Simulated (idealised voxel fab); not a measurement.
This section sets out a process module, namely voxel capacitor over wiring.
The width of the displayed cross-section, cut, is 290 nm; its cells are square, with a size of 5 nm.
Cross-section layout: square cells on a grid; listed as bands, top to bottom; a band spans one or more cell rows. Read a band's entry like this: the first values are the height of its top and the height of its bottom in nm, and what follows is the sequence of materials from left to right, each with its width in nm. Note that "empty" is empty space, and that a single material marked "full width" reaches across the band from edge to edge. Note: height 0 marks the level under which the wafer is uniformly one material as received. Lowest band unbounded below, written "0 nm and below". When a width is written as two numbers, as in "30 to 40", the first number is the width in the top row of cells of the band and the second is the width in its bottom row, and the width changes by the same amount from each row to the next. What does "all unchanged" mean for a step? It means no cell of the cross-section changed in that step. You'll see "Entrapped void list" listing empty spaces that have no way open to the top, as long as they're 8 cells or more; the notation is width x height at distance, where the distance is from the left edge, and all of it is in nm. Whatever follows a step's settings on its line is a remark the simulator itself makes about that step. Each step line may optionally specify "overlay nm", which for a step with a mask gives the rightward distance between the mask's planned place and where it lay, a negative value indicating the leftward direction. Note on reading: below, each pair holds a cross-section from before one process step and one from after it; the one from after shows only down to the lowest band that changed. Beneath the pair, the step in between is stated along with its settings. The pairs can stem from different runs of this module on the same starting wafer. Where a pair's entry headed "Incoming profile" says so, and only there, that pair continues from the pair above it.

INCOMING PROFILE
90 nm to 80 nm: empty: 95, then TiN: 75, then empty: 120
80 nm to 75 nm: Al2O3 full width
75 nm to 65 nm: TiN full width
65 nm to 50 nm: SiO2: 95, then TiN: 5, then Cu: 5, then TiN: 5, then SiO2: 180
50 nm to 45 nm: SiCN: 95, then TiN: 15, then SiCN: 180
45 nm to 35 nm: SiO2: 80, then TiN: 5, then Cu: 20, then TiN: 5, then SiO2: 70, then TiN: 5, then Cu: 20, then TiN: 5, then SiO2: 80
35 nm to 30 nm: SiN: 80, then TiN: 30, then SiN: 70, then TiN: 30, then SiN: 80
30 nm to 0 nm: SiO2 full width
0 nm and below: Si full width
Entrapped void list: none

CROSS-SECTION AFTER STEP
90 nm to 80 nm: empty: 95, then TiN: 75, then empty: 120
80 nm to 75 nm: empty: 95, then Al2O3: 75, then empty: 120
Everything under 75 stays put, no change at all.
Entrapped void list: none
The step that takes the structure from the upper cross-section to the lower one is MASKED_ETCH: tone cover, mask id UPPER_PLATE, width nm 75, etch materials Al2O3, depth nm 5, overlay nm 0

Incoming profile: the cross-section after the pair above

CROSS-SECTION AFTER STEP
90 nm to 80 nm: empty: 95, then TiN: 75, then empty: 120
80 nm to 75 nm: empty: 95, then Al2O3: 75, then empty: 120
75 nm to 65 nm: empty: 90, then TiN: 85, then empty: 115
Everything under 65 stays put, no change at all.
Entrapped void list: none
The step that takes the structure from the upper cross-section to the lower one is MASKED_ETCH: tone cover, mask id LOWER_PLATE, width nm 85, etch materials TiN, depth nm 10, overlay nm 0

Incoming profile: the cross-section after the pair above

CROSS-SECTION AFTER STEP
110 nm to 90 nm: SiO2 full width
90 nm to 80 nm: SiO2: 95, then TiN: 75, then SiO2: 120
80 nm to 75 nm: SiO2: 95, then Al2O3: 75, then SiO2: 120
75 nm to 65 nm: SiO2: 90, then TiN: 85, then SiO2: 115
Everything under 65 stays put, no change at all.
Entrapped void list: none
The step that takes the structure from the upper cross-section to the lower one is FILL_DEP: material SiO2, thk nm 20

Incoming profile: the cross-section after the pair above

CROSS-SECTION AFTER STEP
105 nm to 90 nm: SiO2 full width
Everything under 90 stays put, no change at all.
Entrapped void list: none
The step that takes the structure from the upper cross-section to the lower one is CMP: height nm 105

Incoming profile: the cross-section after the pair above

CROSS-SECTION AFTER STEP
125 nm to 105 nm: resist: 105, then empty: 15, then resist: 170
Everything under 105 stays put, no change at all.
Entrapped void list: none
The step that takes the structure from the upper cross-section to the lower one is PATTERN: tone open, mask id PLUG_2, material resist, width nm 15, thk nm 20, overlay nm 0

Incoming profile: the cross-section after the pair above

CROSS-SECTION AFTER STEP
125 nm to 105 nm: resist: 105, then empty: 15, then resist: 170
105 nm to 90 nm: SiO2: 105, then empty: 15, then SiO2: 170
Everything under 90 stays put, no change at all.
Entrapped void list: none
The step that takes the structure from the upper cross-section to the lower one is DIRECTIONAL_ETCH: etch materials SiO2, depth nm 15

Incoming profile: the cross-section after the pair above

CROSS-SECTION AFTER STEP
105 nm to 90 nm: SiO2: 105, then empty: 15, then SiO2: 170
Everything under 90 stays put, no change at all.
Entrapped void list: none
The step that takes the structure from the upper cross-section to the lower one is STRIP: etch materials resist

Incoming profile: the cross-section after the pair above

CROSS-SECTION AFTER STEP
110 nm to 105 nm: TiN: 110, then empty: 5, then TiN: 175
105 nm to 95 nm: SiO2: 105, then TiN: 5, then empty: 5, then TiN: 5, then SiO2: 170
95 nm to 90 nm: SiO2: 105, then TiN: 15, then SiO2: 170
Everything under 90 stays put, no change at all.
Entrapped void list: none
The step that takes the structure from the upper cross-section to the lower one is CONFORMAL_DEP: material TiN, thk nm 5

Incoming profile: the cross-section after the pair above

CROSS-SECTION AFTER STEP
115 nm to 110 nm: W full width
110 nm to 105 nm: TiN: 110, then W: 5, then TiN: 175
105 nm to 95 nm: SiO2: 105, then TiN: 5, then W: 5, then TiN: 5, then SiO2: 170
Everything under 95 stays put, no change at all.
Entrapped void list: none
The step that takes the structure from the upper cross-section to the lower one is FILL_DEP: material W, thk nm 5

Incoming profile: the cross-section after the pair above

CROSS-SECTION AFTER STEP
105 nm to 95 nm: SiO2: 105, then TiN: 5, then W: 5, then TiN: 5, then SiO2: 170
Everything under 95 stays put, no change at all.
Entrapped void list: none
The step that takes the structure from the upper cross-section to the lower one is CMP: height nm 105

Incoming profile: the cross-section after the pair above

CROSS-SECTION AFTER STEP
110 nm to 105 nm: SiCN full width
Everything under 105 stays put, no change at all.
Entrapped void list: none
The step that takes the structure from the upper cross-section to the lower one is CONFORMAL_DEP: material SiCN, thk nm 5

INCOMING PROFILE
0 nm and below: Si full width
Entrapped void list: none

CROSS-SECTION AFTER STEP
5 nm to 0 nm: SiN full width
Everything under 0 stays put, no change at all.
Entrapped void list: none
The step that takes the structure from the upper cross-section to the lower one is CONFORMAL_DEP: material SiN, thk nm 5

Incoming profile: the cross-section after the pair above

CROSS-SECTION AFTER STEP
20 nm to 5 nm: SiO2 full width
Everything under 5 stays put, no change at all.
Entrapped void list: none
The step that takes the structure from the upper cross-section to the lower one is CONFORMAL_DEP: material SiO2, thk nm 15

Incoming profile: the cross-section after the pair above

CROSS-SECTION AFTER STEP
45 nm to 5 nm: SiO2 full width
Everything under 5 stays put, no change at all.
Entrapped void list: none
The step that takes the structure from the upper cross-section to the lower one is DIRECTIONAL_DEP: material SiO2, thk nm 25

Incoming profile: the cross-section after the pair above

CROSS-SECTION AFTER STEP
65 nm to 45 nm: resist: 80, then empty: 30, then resist: 70, then empty: 30, then resist: 80
Everything under 45 stays put, no change at all.
Entrapped void list: none
The step that takes the structure from the upper cross-section to the lower one is PATTERN: tone open, mask id METAL_1, material resist, width nm 30, pitch nm 100, thk nm 20, overlay nm 0

Incoming profile: the cross-section after the pair above

CROSS-SECTION AFTER STEP
65 nm to 45 nm: resist: 80, then empty: 30, then resist: 70, then empty: 30, then resist: 80
45 nm to 20 nm: SiO2: 80, then empty: 30, then SiO2: 70, then empty: 30, then SiO2: 80
Everything under 20 stays put, no change at all.
Entrapped void list: none
The step that takes the structure from the upper cross-section to the lower one is DIRECTIONAL_ETCH: etch materials SiO2, depth nm 25

Incoming profile: the cross-section after the pair above

CROSS-SECTION AFTER STEP
45 nm to 20 nm: SiO2: 80, then empty: 30, then SiO2: 70, then empty: 30, then SiO2: 80
Everything under 20 stays put, no change at all.
Entrapped void list: none
The step that takes the structure from the upper cross-section to the lower one is STRIP: etch materials resist

Incoming profile: the cross-section after the pair above

CROSS-SECTION AFTER STEP
50 nm to 45 nm: TiN: 85, then empty: 20, then TiN: 80, then empty: 20, then TiN: 85
45 nm to 25 nm: SiO2: 80, then TiN: 5, then empty: 20, then TiN: 5, then SiO2: 70, then TiN: 5, then empty: 20, then TiN: 5, then SiO2: 80
25 nm to 20 nm: SiO2: 80, then TiN: 30, then SiO2: 70, then TiN: 30, then SiO2: 80
Everything under 20 stays put, no change at all.
Entrapped void list: none
The step that takes the structure from the upper cross-section to the lower one is CONFORMAL_DEP: material TiN, thk nm 5

Incoming profile: the cross-section after the pair above

CROSS-SECTION AFTER STEP
60 nm to 50 nm: Cu full width
50 nm to 45 nm: TiN: 85, then Cu: 20, then TiN: 80, then Cu: 20, then TiN: 85
45 nm to 25 nm: SiO2: 80, then TiN: 5, then Cu: 20, then TiN: 5, then SiO2: 70, then TiN: 5, then Cu: 20, then TiN: 5, then SiO2: 80
Everything under 25 stays put, no change at all.
Entrapped void list: none
The step that takes the structure from the upper cross-section to the lower one is FILL_DEP: material Cu, thk nm 10

Incoming profile: the cross-section after the pair above

CROSS-SECTION AFTER STEP
45 nm to 25 nm: SiO2: 80, then TiN: 5, then Cu: 20, then TiN: 5, then SiO2: 70, then TiN: 5, then Cu: 20, then TiN: 5, then SiO2: 80
Everything under 25 stays put, no change at all.
Entrapped void list: none
The step that takes the structure from the upper cross-section to the lower one is CMP: height nm 45

Incoming profile: the cross-section after the pair above

CROSS-SECTION AFTER STEP
50 nm to 45 nm: SiCN full width
Everything under 45 stays put, no change at all.
Entrapped void list: none
The step that takes the structure from the upper cross-section to the lower one is CONFORMAL_DEP: material SiCN, thk nm 5

Incoming profile: the cross-section after the pair above

CROSS-SECTION AFTER STEP
65 nm to 50 nm: SiO2 full width
Everything under 50 stays put, no change at all.
Entrapped void list: none
The step that takes the structure from the upper cross-section to the lower one is DIRECTIONAL_DEP: material SiO2, thk nm 15

Incoming profile: the cross-section after the pair above

CROSS-SECTION AFTER STEP
65 nm to 50 nm: SiO2: 95, then empty: 15, then SiO2: 180
Everything under 50 stays put, no change at all.
Entrapped void list: none
The step that takes the structure from the upper cross-section to the lower one is MASKED_ETCH: tone open, mask id PLUG_1, width nm 15, etch materials SiO2, depth nm 15, overlay nm 0

Incoming profile: the cross-section after the pair above

CROSS-SECTION AFTER STEP
65 nm to 50 nm: SiO2: 95, then empty: 15, then SiO2: 180
50 nm to 45 nm: SiCN: 95, then empty: 15, then SiCN: 180
Everything under 45 stays put, no change at all.
Entrapped void list: none
The step that takes the structure from the upper cross-section to the lower one is MASKED_ETCH: tone open, mask id PLUG_1, width nm 15, etch materials SiCN, depth nm 5, overlay nm 0

Incoming profile: the cross-section after the pair above

CROSS-SECTION AFTER STEP
70 nm to 65 nm: TiN: 100, then empty: 5, then TiN: 185
65 nm to 50 nm: SiO2: 95, then TiN: 5, then empty: 5, then TiN: 5, then SiO2: 180
50 nm to 45 nm: SiCN: 95, then TiN: 15, then SiCN: 180
Everything under 45 stays put, no change at all.
Entrapped void list: none
The step that takes the structure from the upper cross-section to the lower one is CONFORMAL_DEP: material TiN, thk nm 5

Incoming profile: the cross-section after the pair above

CROSS-SECTION AFTER STEP
80 nm to 70 nm: Cu full width
70 nm to 65 nm: TiN: 100, then Cu: 5, then TiN: 185
65 nm to 50 nm: SiO2: 95, then TiN: 5, then Cu: 5, then TiN: 5, then SiO2: 180
Everything under 50 stays put, no change at all.
Entrapped void list: none
The step that takes the structure from the upper cross-section to the lower one is FILL_DEP: material Cu, thk nm 10

Incoming profile: the cross-section after the pair above

CROSS-SECTION AFTER STEP
65 nm to 50 nm: SiO2: 95, then TiN: 5, then Cu: 5, then TiN: 5, then SiO2: 180
Everything under 50 stays put, no change at all.
Entrapped void list: none
The step that takes the structure from the upper cross-section to the lower one is CMP: height nm 65

Incoming profile: the cross-section after the pair above

CROSS-SECTION AFTER STEP
75 nm to 65 nm: TiN full width
Everything under 65 stays put, no change at all.
Entrapped void list: none
The step that takes the structure from the upper cross-section to the lower one is DIRECTIONAL_DEP: material TiN, thk nm 10

Incoming profile: the cross-section after the pair above

CROSS-SECTION AFTER STEP
80 nm to 75 nm: Al2O3 full width
Everything under 75 stays put, no change at all.
Entrapped void list: none
The step that takes the structure from the upper cross-section to the lower one is DIRECTIONAL_DEP: material Al2O3, thk nm 5

Incoming profile: the cross-section after the pair above

CROSS-SECTION AFTER STEP
90 nm to 80 nm: TiN full width
Everything under 80 stays put, no change at all.
Entrapped void list: none
The step that takes the structure from the upper cross-section to the lower one is DIRECTIONAL_DEP: material TiN, thk nm 10

Incoming profile: the cross-section after the pair above

CROSS-SECTION AFTER STEP
90 nm to 80 nm: empty: 95, then TiN: 75, then empty: 120
Everything under 80 stays put, no change at all.
Entrapped void list: none
The step that takes the structure from the upper cross-section to the lower one is MASKED_ETCH: tone cover, mask id UPPER_PLATE, width nm 75, etch materials TiN, depth nm 10, overlay nm 0

Incoming profile: the cross-section after the pair above

CROSS-SECTION AFTER STEP
90 nm to 80 nm: empty: 95, then TiN: 75, then empty: 120
80 nm to 75 nm: empty: 95, then Al2O3: 75, then empty: 120
Everything under 75 stays put, no change at all.
Entrapped void list: none
The step that takes the structure from the upper cross-section to the lower one is MASKED_ETCH: tone cover, mask id UPPER_PLATE, width nm 75, etch materials Al2O3, depth nm 5, overlay nm 0

Incoming profile: the cross-section after the pair above

CROSS-SECTION AFTER STEP
90 nm to 80 nm: empty: 95, then TiN: 75, then empty: 120
80 nm to 75 nm: empty: 95, then Al2O3: 75, then empty: 120
75 nm to 65 nm: empty: 90, then TiN: 85, then empty: 115
Everything under 65 stays put, no change at all.
Entrapped void list: none
The step that takes the structure from the upper cross-section to the lower one is MASKED_ETCH: tone cover, mask id LOWER_PLATE, width nm 85, etch materials TiN, depth nm 10, overlay nm 0

Incoming profile: the cross-section after the pair above

CROSS-SECTION AFTER STEP
110 nm to 90 nm: SiO2 full width
90 nm to 80 nm: SiO2: 95, then TiN: 75, then SiO2: 120
80 nm to 75 nm: SiO2: 95, then Al2O3: 75, then SiO2: 120
75 nm to 65 nm: SiO2: 90, then TiN: 85, then SiO2: 115
Everything under 65 stays put, no change at all.
Entrapped void list: none
The step that takes the structure from the upper cross-section to the lower one is FILL_DEP: material SiO2, thk nm 20

Incoming profile: the cross-section after the pair above

CROSS-SECTION AFTER STEP
105 nm to 90 nm: SiO2 full width
Everything under 90 stays put, no change at all.
Entrapped void list: none
The step that takes the structure from the upper cross-section to the lower one is CMP: height nm 105

Incoming profile: the cross-section after the pair above

CROSS-SECTION AFTER STEP
125 nm to 105 nm: resist: 105, then empty: 15, then resist: 170
Everything under 105 stays put, no change at all.
Entrapped void list: none
The step that takes the structure from the upper cross-section to the lower one is PATTERN: tone open, mask id PLUG_2, material resist, width nm 15, thk nm 20, overlay nm 0

Incoming profile: the cross-section after the pair above

CROSS-SECTION AFTER STEP
125 nm to 105 nm: resist: 105, then empty: 15, then resist: 170
105 nm to 90 nm: SiO2: 105, then empty: 15, then SiO2: 170
Everything under 90 stays put, no change at all.
Entrapped void list: none
The step that takes the structure from the upper cross-section to the lower one is DIRECTIONAL_ETCH: etch materials SiO2, depth nm 15

Incoming profile: the cross-section after the pair above

CROSS-SECTION AFTER STEP
105 nm to 90 nm: SiO2: 105, then empty: 15, then SiO2: 170
Everything under 90 stays put, no change at all.
Entrapped void list: none
The step that takes the structure from the upper cross-section to the lower one is STRIP: etch materials resist

Incoming profile: the cross-section after the pair above

CROSS-SECTION AFTER STEP
110 nm to 105 nm: TiN: 110, then empty: 5, then TiN: 175
105 nm to 95 nm: SiO2: 105, then TiN: 5, then empty: 5, then TiN: 5, then SiO2: 170
95 nm to 90 nm: SiO2: 105, then TiN: 15, then SiO2: 170
Everything under 90 stays put, no change at all.
Entrapped void list: none
The step that takes the structure from the upper cross-section to the lower one is CONFORMAL_DEP: material TiN, thk nm 5

Incoming profile: the cross-section after the pair above

CROSS-SECTION AFTER STEP
115 nm to 110 nm: W full width
110 nm to 105 nm: TiN: 110, then W: 5, then TiN: 175
105 nm to 95 nm: SiO2: 105, then TiN: 5, then W: 5, then TiN: 5, then SiO2: 170
Everything under 95 stays put, no change at all.
Entrapped void list: none
The step that takes the structure from the upper cross-section to the lower one is FILL_DEP: material W, thk nm 5

Incoming profile: the cross-section after the pair above

CROSS-SECTION AFTER STEP
105 nm to 95 nm: SiO2: 105, then TiN: 5, then W: 5, then TiN: 5, then SiO2: 170
Everything under 95 stays put, no change at all.
Entrapped void list: none
The step that takes the structure from the upper cross-section to the lower one is CMP: height nm 105

Incoming profile: the cross-section after the pair above

CROSS-SECTION AFTER STEP
110 nm to 105 nm: SiCN full width
Everything under 105 stays put, no change at all.
Entrapped void list: none
The step that takes the structure from the upper cross-section to the lower one is CONFORMAL_DEP: material SiCN, thk nm 5

INCOMING PROFILE
80 nm to 75 nm: Al2O3 full width
75 nm to 65 nm: TiN full width
65 nm to 50 nm: SiO2: 95, then TiN: 5, then Cu: 5, then TiN: 5, then SiO2: 180
50 nm to 45 nm: SiCN: 95, then TiN: 15, then SiCN: 180
45 nm to 20 nm: SiO2: 80, then TiN: 5, then Cu: 20, then TiN: 5, then SiO2: 70, then TiN: 5, then Cu: 20, then TiN: 5, then SiO2: 80
20 nm to 15 nm: SiN: 80, then TiN: 30, then SiN: 70, then TiN: 30, then SiN: 80
15 nm to 0 nm: SiO2 full width
0 nm and below: Si full width
Entrapped void list: none

CROSS-SECTION AFTER STEP
95 nm to 80 nm: TiN full width
Everything under 80 stays put, no change at all.
Entrapped void list: none
The step that takes the structure from the upper cross-section to the lower one is DIRECTIONAL_DEP: material TiN, thk nm 15

Incoming profile: the cross-section after the pair above

CROSS-SECTION AFTER STEP
95 nm to 85 nm: empty: 95, then TiN: 75, then empty: 120
Everything under 85 stays put, no change at all.
Entrapped void list: none
The step that takes the structure from the upper cross-section to the lower one is MASKED_ETCH: tone cover, mask id UPPER_PLATE, width nm 75, etch materials TiN, depth nm 10, overlay nm 0

Incoming profile: the cross-section after the pair above

CROSS-SECTION AFTER STEP
95 nm to 85 nm: empty: 95, then TiN: 75, then empty: 120
85 nm to 80 nm: empty: 90, then TiN: 85, then empty: 115
Everything under 80 stays put, no change at all.
Entrapped void list: none
The step that takes the structure from the upper cross-section to the lower one is MASKED_ETCH: tone cover, mask id LOWER_PLATE, width nm 85, etch materials TiN, depth nm 10, overlay nm 0

Incoming profile: the cross-section after the pair above

CROSS-SECTION AFTER STEP
115 nm to 95 nm: SiO2 full width
95 nm to 85 nm: SiO2: 95, then TiN: 75, then SiO2: 120
85 nm to 80 nm: SiO2: 90, then TiN: 85, then SiO2: 115
Everything under 80 stays put, no change at all.
Entrapped void list: none
The step that takes the structure from the upper cross-section to the lower one is FILL_DEP: material SiO2, thk nm 20

Incoming profile: the cross-section after the pair above

CROSS-SECTION AFTER STEP
105 nm to 95 nm: SiO2 full width
Everything under 95 stays put, no change at all.
Entrapped void list: none
The step that takes the structure from the upper cross-section to the lower one is CMP: height nm 105

Incoming profile: the cross-section after the pair above

CROSS-SECTION AFTER STEP
125 nm to 105 nm: resist: 105, then empty: 15, then resist: 170
Everything under 105 stays put, no change at all.
Entrapped void list: none
The step that takes the structure from the upper cross-section to the lower one is PATTERN: tone open, mask id PLUG_2, material resist, width nm 15, thk nm 20, overlay nm 0

Incoming profile: the cross-section after the pair above

CROSS-SECTION AFTER STEP
125 nm to 105 nm: resist: 105, then empty: 15, then resist: 170
105 nm to 95 nm: SiO2: 105, then empty: 15, then SiO2: 170
Everything under 95 stays put, no change at all.
Entrapped void list: none
The step that takes the structure from the upper cross-section to the lower one is DIRECTIONAL_ETCH: etch materials SiO2, depth nm 15

Incoming profile: the cross-section after the pair above

CROSS-SECTION AFTER STEP
105 nm to 95 nm: SiO2: 105, then empty: 15, then SiO2: 170
Everything under 95 stays put, no change at all.
Entrapped void list: none
The step that takes the structure from the upper cross-section to the lower one is STRIP: etch materials resist

Incoming profile: the cross-section after the pair above

CROSS-SECTION AFTER STEP
110 nm to 105 nm: TiN: 110, then empty: 5, then TiN: 175
105 nm to 100 nm: SiO2: 105, then TiN: 5, then empty: 5, then TiN: 5, then SiO2: 170
100 nm to 95 nm: SiO2: 105, then TiN: 15, then SiO2: 170
Everything under 95 stays put, no change at all.
Entrapped void list: none
The step that takes the structure from the upper cross-section to the lower one is CONFORMAL_DEP: material TiN, thk nm 5

Incoming profile: the cross-section after the pair above

CROSS-SECTION AFTER STEP
115 nm to 110 nm: W full width
110 nm to 105 nm: TiN: 110, then W: 5, then TiN: 175
105 nm to 100 nm: SiO2: 105, then TiN: 5, then W: 5, then TiN: 5, then SiO2: 170
Everything under 100 stays put, no change at all.
Entrapped void list: none
The step that takes the structure from the upper cross-section to the lower one is FILL_DEP: material W, thk nm 5

Incoming profile: the cross-section after the pair above

CROSS-SECTION AFTER STEP
105 nm to 100 nm: SiO2: 105, then TiN: 5, then W: 5, then TiN: 5, then SiO2: 170
Everything under 100 stays put, no change at all.
Entrapped void list: none
The step that takes the structure from the upper cross-section to the lower one is CMP: height nm 105

Incoming profile: the cross-section after the pair above

CROSS-SECTION AFTER STEP
110 nm to 105 nm: SiCN full width
Everything under 105 stays put, no change at all.
Entrapped void list: none
The step that takes the structure from the upper cross-section to the lower one is CONFORMAL_DEP: material SiCN, thk nm 5

INCOMING PROFILE
65 nm to 50 nm: SiO2 full width
50 nm to 45 nm: SiCN full width
45 nm to 20 nm: SiO2: 80, then TiN: 5, then Cu: 20, then TiN: 5, then SiO2: 70, then TiN: 5, then Cu: 20, then TiN: 5, then SiO2: 80
20 nm to 15 nm: SiN: 80, then TiN: 30, then SiN: 70, then TiN: 30, then SiN: 80
15 nm to 0 nm: SiO2 full width
0 nm and below: Si full width
Entrapped void list: none

CROSS-SECTION AFTER STEP
65 nm to 50 nm: SiO2: 90, then empty: 25, then SiO2: 175
Everything under 50 stays put, no change at all.
Entrapped void list: none
The step that takes the structure from the upper cross-section to the lower one is MASKED_ETCH: tone open, mask id PLUG_1, width nm 25, etch materials SiO2, depth nm 15, overlay nm 0

Incoming profile: the cross-section after the pair above

CROSS-SECTION AFTER STEP
65 nm to 50 nm: SiO2: 90, then empty: 25, then SiO2: 175
50 nm to 45 nm: SiCN: 95, then empty: 15, then SiCN: 180
Everything under 45 stays put, no change at all.
Entrapped void list: none
The step that takes the structure from the upper cross-section to the lower one is MASKED_ETCH: tone open, mask id PLUG_1, width nm 15, etch materials SiCN, depth nm 5, overlay nm 0

Incoming profile: the cross-section after the pair above

CROSS-SECTION AFTER STEP
70 nm to 65 nm: TiN: 95, then empty: 15, then TiN: 180
65 nm to 55 nm: SiO2: 90, then TiN: 5, then empty: 15, then TiN: 5, then SiO2: 175
55 nm to 50 nm: SiO2: 90, then TiN: 10, then empty: 5, then TiN: 10, then SiO2: 175
50 nm to 45 nm: SiCN: 95, then TiN: 15, then SiCN: 180
Everything under 45 stays put, no change at all.
Entrapped void list: none
The step that takes the structure from the upper cross-section to the lower one is CONFORMAL_DEP: material TiN, thk nm 5

Incoming profile: the cross-section after the pair above

CROSS-SECTION AFTER STEP
80 nm to 70 nm: Cu full width
70 nm to 65 nm: TiN: 95, then Cu: 15, then TiN: 180
65 nm to 55 nm: SiO2: 90, then TiN: 5, then Cu: 15, then TiN: 5, then SiO2: 175
55 nm to 50 nm: SiO2: 90, then TiN: 10, then Cu: 5, then TiN: 10, then SiO2: 175
Everything under 50 stays put, no change at all.
Entrapped void list: none
The step that takes the structure from the upper cross-section to the lower one is FILL_DEP: material Cu, thk nm 10

Incoming profile: the cross-section after the pair above

CROSS-SECTION AFTER STEP
65 nm to 55 nm: SiO2: 90, then TiN: 5, then Cu: 15, then TiN: 5, then SiO2: 175
Everything under 55 stays put, no change at all.
Entrapped void list: none
The step that takes the structure from the upper cross-section to the lower one is CMP: height nm 65

Incoming profile: the cross-section after the pair above

CROSS-SECTION AFTER STEP
75 nm to 65 nm: TiN full width
Everything under 65 stays put, no change at all.
Entrapped void list: none
The step that takes the structure from the upper cross-section to the lower one is DIRECTIONAL_DEP: material TiN, thk nm 10

Incoming profile: the cross-section after the pair above

CROSS-SECTION AFTER STEP
80 nm to 75 nm: Al2O3 full width
Everything under 75 stays put, no change at all.
Entrapped void list: none
The step that takes the structure from the upper cross-section to the lower one is DIRECTIONAL_DEP: material Al2O3, thk nm 5

Incoming profile: the cross-section after the pair above

CROSS-SECTION AFTER STEP
90 nm to 80 nm: TiN full width
Everything under 80 stays put, no change at all.
Entrapped void list: none
The step that takes the structure from the upper cross-section to the lower one is DIRECTIONAL_DEP: material TiN, thk nm 10

Incoming profile: the cross-section after the pair above

CROSS-SECTION AFTER STEP
90 nm to 80 nm: empty: 95, then TiN: 75, then empty: 120
Everything under 80 stays put, no change at all.
Entrapped void list: none
The step that takes the structure from the upper cross-section to the lower one is MASKED_ETCH: tone cover, mask id UPPER_PLATE, width nm 75, etch materials TiN, depth nm 10, overlay nm 0

Incoming profile: the cross-section after the pair above

CROSS-SECTION AFTER STEP
90 nm to 80 nm: empty: 95, then TiN: 75, then empty: 120
80 nm to 75 nm: empty: 95, then Al2O3: 75, then empty: 120
Everything under 75 stays put, no change at all.
Entrapped void list: none
The step that takes the structure from the upper cross-section to the lower one is MASKED_ETCH: tone cover, mask id UPPER_PLATE, width nm 75, etch materials Al2O3, depth nm 5, overlay nm 0

Incoming profile: the cross-section after the pair above

CROSS-SECTION AFTER STEP
90 nm to 80 nm: empty: 95, then TiN: 75, then empty: 120
80 nm to 75 nm: empty: 95, then Al2O3: 75, then empty: 120
75 nm to 65 nm: empty: 90, then TiN: 85, then empty: 115
Everything under 65 stays put, no change at all.
Entrapped void list: none
The step that takes the structure from the upper cross-section to the lower one is MASKED_ETCH: tone cover, mask id LOWER_PLATE, width nm 85, etch materials TiN, depth nm 10, overlay nm 0

Incoming profile: the cross-section after the pair above

CROSS-SECTION AFTER STEP
110 nm to 90 nm: SiO2 full width
90 nm to 80 nm: SiO2: 95, then TiN: 75, then SiO2: 120
80 nm to 75 nm: SiO2: 95, then Al2O3: 75, then SiO2: 120
75 nm to 65 nm: SiO2: 90, then TiN: 85, then SiO2: 115
Everything under 65 stays put, no change at all.
Entrapped void list: none
The step that takes the structure from the upper cross-section to the lower one is FILL_DEP: material SiO2, thk nm 20

Incoming profile: the cross-section after the pair above

CROSS-SECTION AFTER STEP
105 nm to 90 nm: SiO2 full width
Everything under 90 stays put, no change at all.
Entrapped void list: none
The step that takes the structure from the upper cross-section to the lower one is CMP: height nm 105

Incoming profile: the cross-section after the pair above

CROSS-SECTION AFTER STEP
125 nm to 105 nm: resist: 105, then empty: 15, then resist: 170
Everything under 105 stays put, no change at all.
Entrapped void list: none
The step that takes the structure from the upper cross-section to the lower one is PATTERN: tone open, mask id PLUG_2, material resist, width nm 15, thk nm 20, overlay nm 0

Incoming profile: the cross-section after the pair above

CROSS-SECTION AFTER STEP
125 nm to 105 nm: resist: 105, then empty: 15, then resist: 170
105 nm to 90 nm: SiO2: 105, then empty: 15, then SiO2: 170
Everything under 90 stays put, no change at all.
Entrapped void list: none
The step that takes the structure from the upper cross-section to the lower one is DIRECTIONAL_ETCH: etch materials SiO2, depth nm 15

Incoming profile: the cross-section after the pair above

CROSS-SECTION AFTER STEP
105 nm to 90 nm: SiO2: 105, then empty: 15, then SiO2: 170
Everything under 90 stays put, no change at all.
Entrapped void list: none
The step that takes the structure from the upper cross-section to the lower one is STRIP: etch materials resist

Incoming profile: the cross-section after the pair above

CROSS-SECTION AFTER STEP
110 nm to 105 nm: TiN: 110, then empty: 5, then TiN: 175
105 nm to 95 nm: SiO2: 105, then TiN: 5, then empty: 5, then TiN: 5, then SiO2: 170
95 nm to 90 nm: SiO2: 105, then TiN: 15, then SiO2: 170
Everything under 90 stays put, no change at all.
Entrapped void list: none
The step that takes the structure from the upper cross-section to the lower one is CONFORMAL_DEP: material TiN, thk nm 5

Incoming profile: the cross-section after the pair above

CROSS-SECTION AFTER STEP
115 nm to 110 nm: W full width
110 nm to 105 nm: TiN: 110, then W: 5, then TiN: 175
105 nm to 95 nm: SiO2: 105, then TiN: 5, then W: 5, then TiN: 5, then SiO2: 170
Everything under 95 stays put, no change at all.
Entrapped void list: none
The step that takes the structure from the upper cross-section to the lower one is FILL_DEP: material W, thk nm 5

Incoming profile: the cross-section after the pair above

CROSS-SECTION AFTER STEP
105 nm to 95 nm: SiO2: 105, then TiN: 5, then W: 5, then TiN: 5, then SiO2: 170
Everything under 95 stays put, no change at all.
Entrapped void list: none
The step that takes the structure from the upper cross-section to the lower one is CMP: height nm 105

Incoming profile: the cross-section after the pair above

CROSS-SECTION AFTER STEP
110 nm to 105 nm: SiCN full width
Everything under 105 stays put, no change at all.
Entrapped void list: none
The step that takes the structure from the upper cross-section to the lower one is CONFORMAL_DEP: material SiCN, thk nm 5

INCOMING PROFILE
90 nm to 80 nm: empty: 95, then TiN: 75, then empty: 120
80 nm to 75 nm: empty: 95, then Al2O3: 75, then empty: 120
75 nm to 65 nm: TiN full width
65 nm to 50 nm: SiO2: 95, then TiN: 5, then Cu: 5, then TiN: 5, then SiO2: 180
50 nm to 45 nm: SiCN: 95, then TiN: 15, then SiCN: 180
45 nm to 20 nm: SiO2: 80, then TiN: 5, then Cu: 20, then TiN: 5, then SiO2: 70, then TiN: 5, then Cu: 20, then TiN: 5, then SiO2: 80
20 nm to 15 nm: SiN: 80, then TiN: 30, then SiN: 70, then TiN: 30, then SiN: 80
15 nm to 0 nm: SiO2 full width
0 nm and below: Si full width
Entrapped void list: none

CROSS-SECTION AFTER STEP
90 nm to 80 nm: empty: 100, then TiN: 70, then empty: 120
80 nm to 75 nm: empty: 95, then Al2O3: 75, then empty: 120
75 nm to 65 nm: empty: 95, then TiN: 90, then empty: 105
Everything under 65 stays put, no change at all.
Entrapped void list: none
The step that takes the structure from the upper cross-section to the lower one is MASKED_ETCH: tone cover, mask id LOWER_PLATE, width nm 85, etch materials TiN, depth nm 10, overlay nm 10

Incoming profile: the cross-section after the pair above

CROSS-SECTION AFTER STEP
110 nm to 90 nm: SiO2 full width
90 nm to 80 nm: SiO2: 100, then TiN: 70, then SiO2: 120
80 nm to 75 nm: SiO2: 95, then Al2O3: 75, then SiO2: 120
75 nm to 65 nm: SiO2: 95, then TiN: 90, then SiO2: 105
Everything under 65 stays put, no change at all.
Entrapped void list: none
The step that takes the structure from the upper cross-section to the lower one is FILL_DEP: material SiO2, thk nm 20
